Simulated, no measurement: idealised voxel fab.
process module | voxel air gaps
cross-section cut | 240 nm wide | cells 5 nm
A cross-section is a grid of square cells, given in bands from the top down. A band is one or more rows of cells.
Each band's line starts with the height of the band's top and of its bottom, in nm. Then come its materials from left to right, each with its width in nm. One material with "throughout" fills the band from edge to edge. "air" is empty space.
Height 0 is the level under which the wafer as received is all one material. The lowest band goes on downwards, as in "0 down".
A width such as "30 to 40" changes by the same amount from each row of cells to the next, from the band's top row to its bottom row.
"no change" after a step means that no cell of the cross-section changed.
closed voids: empty space of 8 cells or more with no open way to the top, each as width x height at its distance from the left edge, in nm
after a step's settings: what the simulator itself notes on the step
overlay nm, on a step with a mask: how far to the right of its planned place the mask lay; to the left if negative
plan
1 op RECEIVE | material Si
2 op CONFORMAL_DEP | material SiO2 | thk nm 15
3 op CONFORMAL_DEP | material SiN | thk nm 5
4 op DIRECTIONAL_DEP | material SiO2 | thk nm 30
5 op MASKED_ETCH | tone open | mask id LINES | width nm 25 | pitch nm 55 | etch materials SiO2 | depth nm 30 | overlay nm 0
6 op CONFORMAL_DEP | material TiN | thk nm 5
7 op FILL_DEP | material W | thk nm 5
8 op CMP | height nm 50
9 op EPI | material Ru | thk nm 10
10 op SELECTIVE_ETCH | etch materials SiO2 | depth nm 40
11 op CONFORMAL_DEP | material SiN | thk nm 5
as received, after step 1
  0 down: Si throughout
  closed voids: none
a wafer at the end: this start, this plan, one mistake
  65 to 60: SiN throughout
  60 to 50: Ru 60 | SiN 5 | Ru 50 | SiN 5 | Ru 50 | SiN 5 | Ru 65
  50 to 45: W 45 | TiN 5 | SiN 25 | TiN 5 | W 20 | TiN 5 | SiN 25 | TiN 5 | W 20 | TiN 5 | SiN 25 | TiN 5 | W 50
  45 to 25: W 45 | TiN 5 | SiN 5 | air 15 | SiN 5 | TiN 5 | W 20 | TiN 5 | SiN 5 | air 15 | SiN 5 | TiN 5 | W 20 | TiN 5 | SiN 5 | air 15 | SiN 5 | TiN 5 | W 50
  25 to 20: TiN 50 | SiN 25 | TiN 30 | SiN 25 | TiN 30 | SiN 25 | TiN 55
  20 to 15: SiN throughout
  15 to 0: SiO2 throughout
  0 down: Si throughout
  closed voids: 15 x 20 at 55; 15 x 20 at 110; 15 x 20 at 165
what went wrong: step 5 ran as: op MASKED_ETCH | tone cover | mask id LINES | width nm 25 | pitch nm 55 | etch materials SiO2 | depth nm 30 | overlay nm 0
